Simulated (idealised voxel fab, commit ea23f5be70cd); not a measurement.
process module | voxel wiring stack
cross-section cut | 225 nm wide | cells 5 nm
A cross-section is a grid of square cells, given in bands from the top down. A band is one or more rows of cells.
Each band's line starts with the height of the band's top and of its bottom, in nm. Then come its materials from left to right, each with its width in nm. One material with "throughout" fills the band from edge to edge. "air" is empty space.
Height 0 is the level under which the wafer as received is all one material. The lowest band goes on downwards, as in "0 down".
A width such as "30 to 40" changes by the same amount from each row of cells to the next, from the band's top row to its bottom row.
"no change" after a step means that no cell of the cross-section changed.
closed voids: empty space of 8 cells or more with no open way to the top, each as width x height at its distance from the left edge, in nm
after a step's settings: what the simulator itself notes on the step
overlay nm, on a step with a mask: how far to the right of its planned place the mask lay; to the left if negative
plan
1 op RECEIVE | material Si
2 op CONFORMAL_DEP | material SiO2 | thk nm 15
3 op DIRECTIONAL_DEP | material TiN | thk nm 5
4 op DIRECTIONAL_DEP | material Ru | thk nm 20
5 op MASKED_ETCH | tone cover | mask id METAL_1 | width nm 20 | pitch nm 40 | etch materials Ru | depth nm 20 | overlay nm 0
6 op MASKED_ETCH | tone cover | mask id METAL_1 | width nm 20 | pitch nm 40 | etch materials TiN | depth nm 5 | overlay nm 0
7 op FILL_DEP | material lowk | thk nm 5
8 op CMP | height nm 40
9 op CONFORMAL_DEP | material SiCN | thk nm 5
10 op DIRECTIONAL_DEP | material SiO2 | thk nm 20
11 op DIRECTIONAL_DEP | material aC | thk nm 10
12 op PATTERN | tone open | mask id PLUG_1 | material resist | width nm 15 | thk nm 25 | overlay nm 0
13 op DIRECTIONAL_ETCH | etch materials aC | depth nm 10
14 op STRIP | etch materials resist
15 op DIRECTIONAL_ETCH | etch materials SiO2 | depth nm 20
16 op DIRECTIONAL_ETCH | etch materials SiCN | depth nm 5
17 op STRIP | etch materials aC
18 op CONFORMAL_DEP | material TiN | thk nm 5
19 op FILL_DEP | material Ru | thk nm 10
20 op CMP | height nm 65
21 op CONFORMAL_DEP | material SiN | thk nm 5
22 op DIRECTIONAL_DEP | material SiO2 | thk nm 20
23 op DIRECTIONAL_DEP | material aC | thk nm 15
24 op PATTERN | tone open | mask id METAL_2 | material resist | width nm 20 | pitch nm 40 | thk nm 30 | overlay nm 0
25 op DIRECTIONAL_ETCH | etch materials aC | depth nm 15
26 op STRIP | etch materials resist
27 op DIRECTIONAL_ETCH | etch materials SiO2 | depth nm 20
28 op DIRECTIONAL_ETCH | etch materials SiN | depth nm 5
29 op STRIP | etch materials aC
30 op CONFORMAL_DEP | material TiN | thk nm 5
31 op FILL_DEP | material Cu | thk nm 5
32 op CMP | height nm 90
33 op EPI | material Ru | thk nm 5
34 op FILL_DEP | material SiCN | thk nm 5
35 op DIRECTIONAL_DEP | material SiO2 | thk nm 30
36 op MASKED_ETCH | tone open | mask id METAL_3_HOLES | width nm 15 | etch materials SiO2 | depth nm 30 | overlay nm 0
37 op MASKED_ETCH | tone open | mask id METAL_3 | width nm 15 | pitch nm 40 | etch materials SiO2 | depth nm 15 | overlay nm 0
38 op MASKED_ETCH | tone open | mask id METAL_3 | width nm 20 | pitch nm 40 | etch materials SiCN | depth nm 5 | overlay nm 0
39 op CONFORMAL_DEP | material TiN | thk nm 5
40 op FILL_DEP | material Cu | thk nm 10
41 op CMP | height nm 130
42 op CONFORMAL_DEP | material SiN | thk nm 5
varied across the wafers: width nm of step 37. The plan shows the first wafer's value. All wafers start alike
first wafer as received, after step 1
  0 down: Si throughout
  closed voids: none
each wafer at the end: cells of each material gained (+) or lost (-) since it was received, then its closed voids
width nm 15 | +26 Cu | +48 Ru | +117 SiCN | +82 SiN | +691 SiO2 | +66 TiN | +185 lowk | closed voids: none
width nm 20 | +28 Cu | +48 Ru | +117 SiCN | +82 SiN | +688 SiO2 | +67 TiN | +185 lowk | closed voids: none
width nm 25 | +32 Cu | +48 Ru | +117 SiCN | +82 SiN | +682 SiO2 | +69 TiN | +185 lowk | closed voids: none
